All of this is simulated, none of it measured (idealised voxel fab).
process module | voxel air gaps
cross-section cut | 265 nm wide | cells 5 nm
A cross-section is a grid of square cells, given in bands from the top down. A band is one or more rows of cells.
Each band's line starts with the height of the band's top and of its bottom, in nm. Then come its materials from left to right, each with its width in nm. One material with "throughout" fills the band from edge to edge. "air" is empty space.
Height 0 is the level under which the wafer as received is all one material. The lowest band goes on downwards, as in "0 down".
A width such as "30 to 40" changes by the same amount from each row of cells to the next, from the band's top row to its bottom row.
"no change" after a step means that no cell of the cross-section changed.
closed voids: empty space of 8 cells or more with no open way to the top, each as width x height at its distance from the left edge, in nm
after a step's settings: what the simulator itself notes on the step
overlay nm, on a step with a mask: how far to the right of its planned place the mask lay; to the left if negative
plan
1 op RECEIVE | material Si
2 op CONFORMAL_DEP | material SiO2 | thk nm 5
3 op CONFORMAL_DEP | material SiCN | thk nm 5
4 op DIRECTIONAL_DEP | material lowk | thk nm 40
5 op PATTERN | tone open | mask id LINES | material resist | width nm 20 | pitch nm 45 | thk nm 15 | overlay nm 0
6 op DIRECTIONAL_ETCH | etch materials lowk | depth nm 40
7 op STRIP | etch materials resist
8 op CONFORMAL_DEP | material TiN | thk nm 5
9 op FILL_DEP | material W | thk nm 5
10 op CMP | height nm 55
11 op EPI | material Ru | thk nm 10
12 op SELECTIVE_ETCH | etch materials lowk | depth nm 50
13 op CONFORMAL_DEP | material SiCN | thk nm 5
varied across the wafers: thk nm of step 2. The plan shows the first wafer's value. All wafers start alike
first wafer as received, after step 1
  0 down: Si throughout
  closed voids: none
first wafer at the end, after step 13
  70 to 65: SiCN throughout
  65 to 55: Ru throughout
  55 to 50: TiN 60 | W 10 | TiN 35 | W 10 | TiN 35 | W 10 | TiN 35 | W 10 | TiN 60
  50 to 15: lowk 55 | TiN 5 | W 10 | TiN 5 | lowk 25 | TiN 5 | W 10 | TiN 5 | lowk 25 | TiN 5 | W 10 | TiN 5 | lowk 25 | TiN 5 | W 10 | TiN 5 | lowk 55
  15 to 10: lowk 55 | TiN 20 | lowk 25 | TiN 20 | lowk 25 | TiN 20 | lowk 25 | TiN 20 | lowk 55
  10 to 5: SiCN throughout
  5 to 0: SiO2 throughout
  0 down: Si throughout
  closed voids: none
last wafer at the end
  70 to 65: air 40 | SiCN 185 | air 40
  65 to 55: air 40 | SiCN 5 | Ru 40 | SiCN 5 | Ru 40 | SiCN 5 | Ru 40 | SiCN 5 | Ru 40 | SiCN 5 | air 40
  55 to 50: air 40 | SiCN 15 | TiN 5 | W 10 | TiN 5 | SiCN 25 | TiN 5 | W 10 | TiN 5 | SiCN 25 | TiN 5 | W 10 | TiN 5 | SiCN 25 | TiN 5 | W 10 | TiN 5 | SiCN 15 | air 40
  50 to 35: air 50 | SiCN 5 | TiN 5 | W 10 | TiN 5 | SiCN 5 | air 15 | SiCN 5 | TiN 5 | W 10 | TiN 5 | SiCN 5 | air 15 | SiCN 5 | TiN 5 | W 10 | TiN 5 | SiCN 5 | air 15 | SiCN 5 | TiN 5 | W 10 | TiN 5 | SiCN 5 | air 50
  35 to 30: SiCN 55 | TiN 20 | SiCN 25 | TiN 20 | SiCN 25 | TiN 20 | SiCN 25 | TiN 20 | SiCN 55
  30 to 25: SiCN throughout
  25 to 0: SiO2 throughout
  0 down: Si throughout
  closed voids: 15 x 15 at 80; 15 x 15 at 125; 15 x 15 at 170
each wafer at the end: cells of each material gained (+) or lost (-) since it was received, then its closed voids
thk nm 5 | +106 Ru | +106 SiCN | +53 SiO2 | +117 TiN | +64 W | +296 lowk | closed voids: none
thk nm 10 | +64 Ru | +206 SiCN | +106 SiO2 | +72 TiN | +56 W | closed voids: 15 x 30 at 80; 15 x 30 at 125; 15 x 30 at 170
thk nm 15 | +64 Ru | +198 SiCN | +159 SiO2 | +64 TiN | +48 W | closed voids: 15 x 25 at 80; 15 x 25 at 125; 15 x 25 at 170
thk nm 20 | +64 Ru | +190 SiCN | +212 SiO2 | +56 TiN | +40 W | closed voids: 15 x 20 at 80; 15 x 20 at 125; 15 x 20 at 170
thk nm 25 | +64 Ru | +182 SiCN | +265 SiO2 | +48 TiN | +32 W | closed voids: 15 x 15 at 80; 15 x 15 at 125; 15 x 15 at 170
